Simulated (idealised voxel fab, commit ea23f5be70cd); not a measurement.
Proc. module: voxel trench capacitor
Cross-section cut: width 285 nm, square cells of 5 nm.
Just so we're on the same page, the cross-sections are grids of square cells, and they're listed out in bands top to bottom, each band one or more rows deep.
Basically the band line says how high the top is and how high the bottom is, in nm, and then what's in it from left to right, every material with its width in nm. Empty space shows up as "blank", and if a single material carries "everywhere" it runs the full band edge to edge.
A quick word on heights: they are counted from 0, and under that level the wafer as it came to us is one material throughout. The lowest band is different from the rest in having no bottom; it simply continues downward, written as in "0..down".
With a width like "30 to 40", each row of cells in the band differs from the next by the same amount, the top row carrying the first number and the bottom row the second.
"remained the same", as given for a step, is the statement that not any cell of the cross-section underwent a change during that step.
Empty spaces counting at least 8 cells and having no open way to the top are listed in "Closed void table". The notation width x height at distance is used for each, the distance being from the left edge and all three values in nm.
Text after the settings on a step's line: the simulator's own remark on that step.
overlay nm, on a step with a mask: how far to the right of its planned place the mask lay; to the left if negative

**Steps planned for the process**
1,RECEIVE [material Si]
2,CONFORMAL_DEP [material SiN] [thk nm 5]
3,MASKED_ETCH [tone open] [mask id TRENCH] [width nm 30] [pitch nm 50] [etch materials SiN] [depth nm 5] [overlay nm 0]
4,MASKED_ETCH [tone open] [mask id TRENCH] [width nm 30] [pitch nm 50] [etch materials Si] [depth nm 25] [overlay nm 0]
5,CONFORMAL_DEP [material HfO2] [thk nm 5]
6,CONFORMAL_DEP [material TiN] [thk nm 5]
7,FILL_DEP [material W] [thk nm 5]
8,CMP [height nm 5]

**The first of the two wafers, which ran as planned**

**Received-state cross-section, reflecting completion of step 1**
- 0..down | Si everywhere
- Closed void table: none

**Presented here is a cross-section of the wafer after step 2 has been performed**
- 5..0 | SiN everywhere
- Beneath the level 0, the cross-section is identical to its previous state.

**Presented here is a cross-section of the wafer after step 3 has been performed**
- 5..0 | 100 nm SiN; 30 nm blank; 20 nm SiN; 30 nm blank; 105 nm SiN
- Beneath the level 0, the cross-section is identical to its previous state.

**Presented here is a cross-section of the wafer after step 4 has been performed**
- 5..0 | 100 nm SiN; 30 nm blank; 20 nm SiN; 30 nm blank; 105 nm SiN
- 0..-25 | 100 nm Si; 30 nm blank; 20 nm Si; 30 nm blank; 105 nm Si
- Beneath the level -25, the cross-section is identical to its previous state.

**Presented here is a cross-section of the wafer after step 5 has been performed**
- 10..5 | 105 nm HfO2; 20 nm blank; 30 nm HfO2; 20 nm blank; 110 nm HfO2
- 5..0 | 100 nm SiN; 5 nm HfO2; 20 nm blank; 5 nm HfO2; 20 nm SiN; 5 nm HfO2; 20 nm blank; 5 nm HfO2; 105 nm SiN
- 0..-20 | 100 nm Si; 5 nm HfO2; 20 nm blank; 5 nm HfO2; 20 nm Si; 5 nm HfO2; 20 nm blank; 5 nm HfO2; 105 nm Si
- -20..-25 | 100 nm Si; 30 nm HfO2; 20 nm Si; 30 nm HfO2; 105 nm Si
- Beneath the level -25, the cross-section is identical to its previous state.

**Presented here is a cross-section of the wafer after step 6 has been performed**
- 15..10 | 110 nm TiN; 10 nm blank; 40 nm TiN; 10 nm blank; 115 nm TiN
- 10..5 | 105 nm HfO2; 5 nm TiN; 10 nm blank; 5 nm TiN; 30 nm HfO2; 5 nm TiN; 10 nm blank; 5 nm TiN; 110 nm HfO2
- 5..0 | 100 nm SiN; 5 nm HfO2; 5 nm TiN; 10 nm blank; 5 nm TiN; 5 nm HfO2; 20 nm SiN; 5 nm HfO2; 5 nm TiN; 10 nm blank; 5 nm TiN; 5 nm HfO2; 105 nm SiN
- 0..-15 | 100 nm Si; 5 nm HfO2; 5 nm TiN; 10 nm blank; 5 nm TiN; 5 nm HfO2; 20 nm Si; 5 nm HfO2; 5 nm TiN; 10 nm blank; 5 nm TiN; 5 nm HfO2; 105 nm Si
- -15..-20 | 100 nm Si; 5 nm HfO2; 20 nm TiN; 5 nm HfO2; 20 nm Si; 5 nm HfO2; 20 nm TiN; 5 nm HfO2; 105 nm Si
- Beneath the level -20, the cross-section is identical to its previous state.

**Presented here is a cross-section of the wafer after step 7 has been performed**
- 20..15 | W everywhere
- 15..10 | 110 nm TiN; 10 nm W; 40 nm TiN; 10 nm W; 115 nm TiN
- 10..5 | 105 nm HfO2; 5 nm TiN; 10 nm W; 5 nm TiN; 30 nm HfO2; 5 nm TiN; 10 nm W; 5 nm TiN; 110 nm HfO2
- 5..0 | 100 nm SiN; 5 nm HfO2; 5 nm TiN; 10 nm W; 5 nm TiN; 5 nm HfO2; 20 nm SiN; 5 nm HfO2; 5 nm TiN; 10 nm W; 5 nm TiN; 5 nm HfO2; 105 nm SiN
- 0..-15 | 100 nm Si; 5 nm HfO2; 5 nm TiN; 10 nm W; 5 nm TiN; 5 nm HfO2; 20 nm Si; 5 nm HfO2; 5 nm TiN; 10 nm W; 5 nm TiN; 5 nm HfO2; 105 nm Si
- Beneath the level -15, the cross-section is identical to its previous state.

**Presented here is a cross-section of the wafer after step 8 has been performed**
- 5..0 | 100 nm SiN; 5 nm HfO2; 5 nm TiN; 10 nm W; 5 nm TiN; 5 nm HfO2; 20 nm SiN; 5 nm HfO2; 5 nm TiN; 10 nm W; 5 nm TiN; 5 nm HfO2; 105 nm SiN
- Beneath the level 0, the cross-section is identical to its previous state.

**Second wafer. Start and plan as for the first. One mistake made in running. Agrees with the first up to and including step 3**

**when step 4 should have ended**
- 5..0 | 100 nm SiN; 30 nm blank; 20 nm SiN; 30 nm blank; 105 nm SiN
- 0..-50 | 100 nm Si; 30 nm blank; 20 nm Si; 30 nm blank; 105 nm Si
- Beneath the level -50, the cross-section is identical to its previous state.

**when step 5 should have ended**
- 10..5 | 105 nm HfO2; 20 nm blank; 30 nm HfO2; 20 nm blank; 110 nm HfO2
- 5..0 | 100 nm SiN; 5 nm HfO2; 20 nm blank; 5 nm HfO2; 20 nm SiN; 5 nm HfO2; 20 nm blank; 5 nm HfO2; 105 nm SiN
- 0..-45 | 100 nm Si; 5 nm HfO2; 20 nm blank; 5 nm HfO2; 20 nm Si; 5 nm HfO2; 20 nm blank; 5 nm HfO2; 105 nm Si
- -45..-50 | 100 nm Si; 30 nm HfO2; 20 nm Si; 30 nm HfO2; 105 nm Si
- Beneath the level -50, the cross-section is identical to its previous state.

**when step 6 should have ended**
- 15..10 | 110 nm TiN; 10 nm blank; 40 nm TiN; 10 nm blank; 115 nm TiN
- 10..5 | 105 nm HfO2; 5 nm TiN; 10 nm blank; 5 nm TiN; 30 nm HfO2; 5 nm TiN; 10 nm blank; 5 nm TiN; 110 nm HfO2
- 5..0 | 100 nm SiN; 5 nm HfO2; 5 nm TiN; 10 nm blank; 5 nm TiN; 5 nm HfO2; 20 nm SiN; 5 nm HfO2; 5 nm TiN; 10 nm blank; 5 nm TiN; 5 nm HfO2; 105 nm SiN
- 0..-40 | 100 nm Si; 5 nm HfO2; 5 nm TiN; 10 nm blank; 5 nm TiN; 5 nm HfO2; 20 nm Si; 5 nm HfO2; 5 nm TiN; 10 nm blank; 5 nm TiN; 5 nm HfO2; 105 nm Si
- -40..-45 | 100 nm Si; 5 nm HfO2; 20 nm TiN; 5 nm HfO2; 20 nm Si; 5 nm HfO2; 20 nm TiN; 5 nm HfO2; 105 nm Si
- Beneath the level -45, the cross-section is identical to its previous state.

**when step 7 should have ended**
- 20..15 | W everywhere
- 15..10 | 110 nm TiN; 10 nm W; 40 nm TiN; 10 nm W; 115 nm TiN
- 10..5 | 105 nm HfO2; 5 nm TiN; 10 nm W; 5 nm TiN; 30 nm HfO2; 5 nm TiN; 10 nm W; 5 nm TiN; 110 nm HfO2
- 5..0 | 100 nm SiN; 5 nm HfO2; 5 nm TiN; 10 nm W; 5 nm TiN; 5 nm HfO2; 20 nm SiN; 5 nm HfO2; 5 nm TiN; 10 nm W; 5 nm TiN; 5 nm HfO2; 105 nm SiN
- 0..-40 | 100 nm Si; 5 nm HfO2; 5 nm TiN; 10 nm W; 5 nm TiN; 5 nm HfO2; 20 nm Si; 5 nm HfO2; 5 nm TiN; 10 nm W; 5 nm TiN; 5 nm HfO2; 105 nm Si
- Beneath the level -40, the cross-section is identical to its previous state.

**when step 8 should have ended**
- 5..0 | 100 nm SiN; 5 nm HfO2; 5 nm TiN; 10 nm W; 5 nm TiN; 5 nm HfO2; 20 nm SiN; 5 nm HfO2; 5 nm TiN; 10 nm W; 5 nm TiN; 5 nm HfO2; 105 nm SiN
- Beneath the level 0, the cross-section is identical to its previous state.
Plan not followed: regarding the plan, step 4 was run twice
The second wafer ends with more or fewer cells of some materials than the first, per final count: +20 HfO2, -60 Si, +20 TiN, +20 W
